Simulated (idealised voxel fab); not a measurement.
The process module that follows is named voxel self aligned contacts.
The width of the displayed cross-section, cut, is 230 nm; its cells are square, with a size of 5 nm.
A cross-section is a grid of square cells, given in bands from the top down. A band is one or more rows of cells.
Within each band entry, the heights of the top and of the bottom of the band appear first, in that order and in nm; the materials of the band then follow from left to right, each with its corresponding width in nm. The designation "throughout" on a single material indicates that it fills the band from edge to edge; the designation "air" indicates empty space.
For the purposes of this specification, 0 denotes the height below which the wafer in its as-received condition is composed wholly of one material, and the lowermost band, lacking a lower limit, extends downward without end, as expressed in "z 0 and below".
With a width like "30->40", each row of cells in the band differs from the next by the same amount, the top row carrying the first number and the bottom row the second.
The designation "nothing different", where it is given for a processing step, indicates that no cell of the cross-section was altered in the course of that step.
"Entrapped voids": empty spaces of 8 cells or more with no open way to the top, each given as width x height at distance, distance from the left edge, all in nm.
Read whatever lies past the settings on a step's line as the simulator's own remark about the step.
overlay nm: mask right of planned place by this much (step with mask). Neg. = left.

PLANNED STEP LIST FOR THE PROCESS
1 RECEIVE (material Si)
2 OXIDIZE (depth nm 5)
3 DIRECTIONAL_DEP (material polySi; thk nm 30)
4 DIRECTIONAL_DEP (material SiN; thk nm 20)
5 DIRECTIONAL_DEP (material aC; thk nm 10)
6 PATTERN (tone cover; mask id GATE; material resist; width nm 30; pitch nm 60; thk nm 25; overlay nm 0)
7 DIRECTIONAL_ETCH (etch materials aC; depth nm 10)
8 STRIP (etch materials resist)
9 DIRECTIONAL_ETCH (etch materials SiN; depth nm 20)
10 DIRECTIONAL_ETCH (etch materials polySi; depth nm 30)
11 STRIP (etch materials aC)
12 CONFORMAL_DEP (material SiN; thk nm 5)
13 DIRECTIONAL_ETCH (etch materials SiN; depth nm 5)
14 FILL_DEP (material SiO2; thk nm 15)
15 CMP (height nm 60)
16 MASKED_ETCH (tone open; mask id CONTACT; width nm 40; pitch nm 60; etch materials SiO2; depth nm 65; overlay nm 0)
17 CONFORMAL_DEP (material TiN; thk nm 5)
18 FILL_DEP (material W; thk nm 10)
19 CMP (height nm 60)
20 CONFORMAL_DEP (material SiN; thk nm 5)

FIRST OUT OF TWO WAFERS; RUN WENT TO PLAN

INCOMING WAFER, CROSS-SECTIONAL VIEW, POST STEP 1
  z 0 and below = Si throughout
  Entrapped voids: none

WAFER AFTER STEP 2 (CROSS-SECTION)
  z 0 to -5 = SiO2 throughout
  For the remainder of the cross-section, below -5, there is no change.

WAFER AFTER STEP 3 (CROSS-SECTION)
  z 30 to 0 = polySi throughout
  For the remainder of the cross-section, below 0, there is no change.

WAFER AFTER STEP 4 (CROSS-SECTION)
  z 50 to 30 = SiN throughout
  For the remainder of the cross-section, below 30, there is no change.

WAFER AFTER STEP 5 (CROSS-SECTION)
  z 60 to 50 = aC throughout
  For the remainder of the cross-section, below 50, there is no change.

WAFER AFTER STEP 6 (CROSS-SECTION)
  z 85 to 60 = air 40 nm; resist 30 nm; air 30 nm; resist 30 nm; air 30 nm; resist 30 nm; air 40 nm
  For the remainder of the cross-section, below 60, there is no change.

WAFER AFTER STEP 7 (CROSS-SECTION)
  z 75 to 60 = air 40 nm; resist 30 nm; air 30 nm; resist 30 nm; air 30 nm; resist 30 nm; air 40 nm
  z 60 to 50 = air 40 nm; aC 30 nm; air 30 nm; aC 30 nm; air 30 nm; aC 30 nm; air 40 nm
  For the remainder of the cross-section, below 50, there is no change.

WAFER AFTER STEP 8 (CROSS-SECTION)
  z 60 to 50 = air 40 nm; aC 30 nm; air 30 nm; aC 30 nm; air 30 nm; aC 30 nm; air 40 nm
  For the remainder of the cross-section, below 50, there is no change.

WAFER AFTER STEP 9 (CROSS-SECTION)
  z 60 to 50 = air 40 nm; aC 30 nm; air 30 nm; aC 30 nm; air 30 nm; aC 30 nm; air 40 nm
  z 50 to 30 = air 40 nm; SiN 30 nm; air 30 nm; SiN 30 nm; air 30 nm; SiN 30 nm; air 40 nm
  For the remainder of the cross-section, below 30, there is no change.

WAFER AFTER STEP 10 (CROSS-SECTION)
  z 60 to 50 = air 40 nm; aC 30 nm; air 30 nm; aC 30 nm; air 30 nm; aC 30 nm; air 40 nm
  z 50 to 30 = air 40 nm; SiN 30 nm; air 30 nm; SiN 30 nm; air 30 nm; SiN 30 nm; air 40 nm
  z 30 to 0 = air 40 nm; polySi 30 nm; air 30 nm; polySi 30 nm; air 30 nm; polySi 30 nm; air 40 nm
  For the remainder of the cross-section, below 0, there is no change.

WAFER AFTER STEP 11 (CROSS-SECTION)
  z 50 to 30 = air 40 nm; SiN 30 nm; air 30 nm; SiN 30 nm; air 30 nm; SiN 30 nm; air 40 nm
  For the remainder of the cross-section, below 30, there is no change.

WAFER AFTER STEP 12 (CROSS-SECTION)
  z 55 to 30 = air 35 nm; SiN 40 nm; air 20 nm; SiN 40 nm; air 20 nm; SiN 40 nm; air 35 nm
  z 30 to 5 = air 35 nm; SiN 5 nm; polySi 30 nm; SiN 5 nm; air 20 nm; SiN 5 nm; polySi 30 nm; SiN 5 nm; air 20 nm; SiN 5 nm; polySi 30 nm; SiN 5 nm; air 35 nm
  z 5 to 0 = SiN 40 nm; polySi 30 nm; SiN 30 nm; polySi 30 nm; SiN 30 nm; polySi 30 nm; SiN 40 nm
  For the remainder of the cross-section, below 0, there is no change.

WAFER AFTER STEP 13 (CROSS-SECTION)
  z 50 to 30 = air 35 nm; SiN 40 nm; air 20 nm; SiN 40 nm; air 20 nm; SiN 40 nm; air 35 nm
  z 30 to 0 = air 35 nm; SiN 5 nm; polySi 30 nm; SiN 5 nm; air 20 nm; SiN 5 nm; polySi 30 nm; SiN 5 nm; air 20 nm; SiN 5 nm; polySi 30 nm; SiN 5 nm; air 35 nm
  For the remainder of the cross-section, below 0, there is no change.

WAFER AFTER STEP 14 (CROSS-SECTION)
  z 65 to 50 = SiO2 throughout
  z 50 to 30 = SiO2 35 nm; SiN 40 nm; SiO2 20 nm; SiN 40 nm; SiO2 20 nm; SiN 40 nm; SiO2 35 nm
  z 30 to 0 = SiO2 35 nm; SiN 5 nm; polySi 30 nm; SiN 5 nm; SiO2 20 nm; SiN 5 nm; polySi 30 nm; SiN 5 nm; SiO2 20 nm; SiN 5 nm; polySi 30 nm; SiN 5 nm; SiO2 35 nm
  For the remainder of the cross-section, below 0, there is no change.

WAFER AFTER STEP 15 (CROSS-SECTION)
  z 60 to 50 = SiO2 throughout
  For the remainder of the cross-section, below 50, there is no change.

WAFER AFTER STEP 16 (CROSS-SECTION)
  z 60 to 50 = SiO2 65 nm; air 40 nm; SiO2 20 nm; air 40 nm; SiO2 65 nm
  z 50 to 30 = SiO2 35 nm; SiN 40 nm; air 20 nm; SiN 40 nm; air 20 nm; SiN 40 nm; SiO2 35 nm
  z 30 to 0 = SiO2 35 nm; SiN 5 nm; polySi 30 nm; SiN 5 nm; air 20 nm; SiN 5 nm; polySi 30 nm; SiN 5 nm; air 20 nm; SiN 5 nm; polySi 30 nm; SiN 5 nm; SiO2 35 nm
  z 0 to -5 = SiO2 75 nm; air 20 nm; SiO2 40 nm; air 20 nm; SiO2 75 nm
  For the remainder of the cross-section, below -5, there is no change.

WAFER AFTER STEP 17 (CROSS-SECTION)
  z 65 to 60 = TiN 70 nm; air 30 nm; TiN 30 nm; air 30 nm; TiN 70 nm
  z 60 to 50 = SiO2 65 nm; TiN 5->15 nm; air 30->10 nm; TiN 5->15 nm; SiO2 20 nm; TiN 5->15 nm; air 30->10 nm; TiN 5->15 nm; SiO2 65 nm
  z 50 to 30 = SiO2 35 nm; SiN 40 nm; TiN 5 nm; air 10 nm; TiN 5 nm; SiN 40 nm; TiN 5 nm; air 10 nm; TiN 5 nm; SiN 40 nm; SiO2 35 nm
  z 30 to 0 = SiO2 35 nm; SiN 5 nm; polySi 30 nm; SiN 5 nm; TiN 5 nm; air 10 nm; TiN 5 nm; SiN 5 nm; polySi 30 nm; SiN 5 nm; TiN 5 nm; air 10 nm; TiN 5 nm; SiN 5 nm; polySi 30 nm; SiN 5 nm; SiO2 35 nm
  z 0 to -5 = SiO2 75 nm; TiN 20 nm; SiO2 40 nm; TiN 20 nm; SiO2 75 nm
  For the remainder of the cross-section, below -5, there is no change.

WAFER AFTER STEP 18 (CROSS-SECTION)
  z 75 to 65 = W throughout
  z 65 to 60 = TiN 70 nm; W 30 nm; TiN 30 nm; W 30 nm; TiN 70 nm
  z 60 to 50 = SiO2 65 nm; TiN 5->15 nm; W 30->10 nm; TiN 5->15 nm; SiO2 20 nm; TiN 5->15 nm; W 30->10 nm; TiN 5->15 nm; SiO2 65 nm
  z 50 to 30 = SiO2 35 nm; SiN 40 nm; TiN 5 nm; W 10 nm; TiN 5 nm; SiN 40 nm; TiN 5 nm; W 10 nm; TiN 5 nm; SiN 40 nm; SiO2 35 nm
  z 30 to 0 = SiO2 35 nm; SiN 5 nm; polySi 30 nm; SiN 5 nm; TiN 5 nm; W 10 nm; TiN 5 nm; SiN 5 nm; polySi 30 nm; SiN 5 nm; TiN 5 nm; W 10 nm; TiN 5 nm; SiN 5 nm; polySi 30 nm; SiN 5 nm; SiO2 35 nm
  For the remainder of the cross-section, below 0, there is no change.

WAFER AFTER STEP 19 (CROSS-SECTION)
  z 60 to 50 = SiO2 65 nm; TiN 5->15 nm; W 30->10 nm; TiN 5->15 nm; SiO2 20 nm; TiN 5->15 nm; W 30->10 nm; TiN 5->15 nm; SiO2 65 nm
  For the remainder of the cross-section, below 50, there is no change.

WAFER AFTER STEP 20 (CROSS-SECTION)
  z 65 to 60 = SiN throughout
  For the remainder of the cross-section, below 60, there is no change.

WAFER TWO OF TWO - SAME STARTING POINT, SAME PROCESS PLAN, ONE MISTAKE IN EXECUTION; MATCHES WAFER ONE UP TO AND INCLUDING STEP 18

CROSS-SECTIONAL REPRESENTATION OF THE SECOND WAFER AT THE TIME DESIGNATED IN THE PLAN FOR THE COMPLETION OF STEP 19
  z 50 to 30 = SiO2 35 nm; SiN 40 nm; TiN 5 nm; W 10 nm; TiN 5 nm; SiN 40 nm; TiN 5 nm; W 10 nm; TiN 5 nm; SiN 40 nm; SiO2 35 nm
  For the remainder of the cross-section, below 30, there is no change.

CROSS-SECTIONAL REPRESENTATION OF THE SECOND WAFER AT THE TIME DESIGNATED IN THE PLAN FOR THE COMPLETION OF STEP 20
  z 55 to 50 = SiN throughout
  For the remainder of the cross-section, below 50, there is no change.
So what did we get wrong on this run? step 19 deviated from plan and actually ran as CMP (height nm 50)
The closing comparison, in cells, has the second wafer with more or fewer of some materials than the first: SiO2: 60 fewer; TiN: 16 fewer; W: 16 fewer
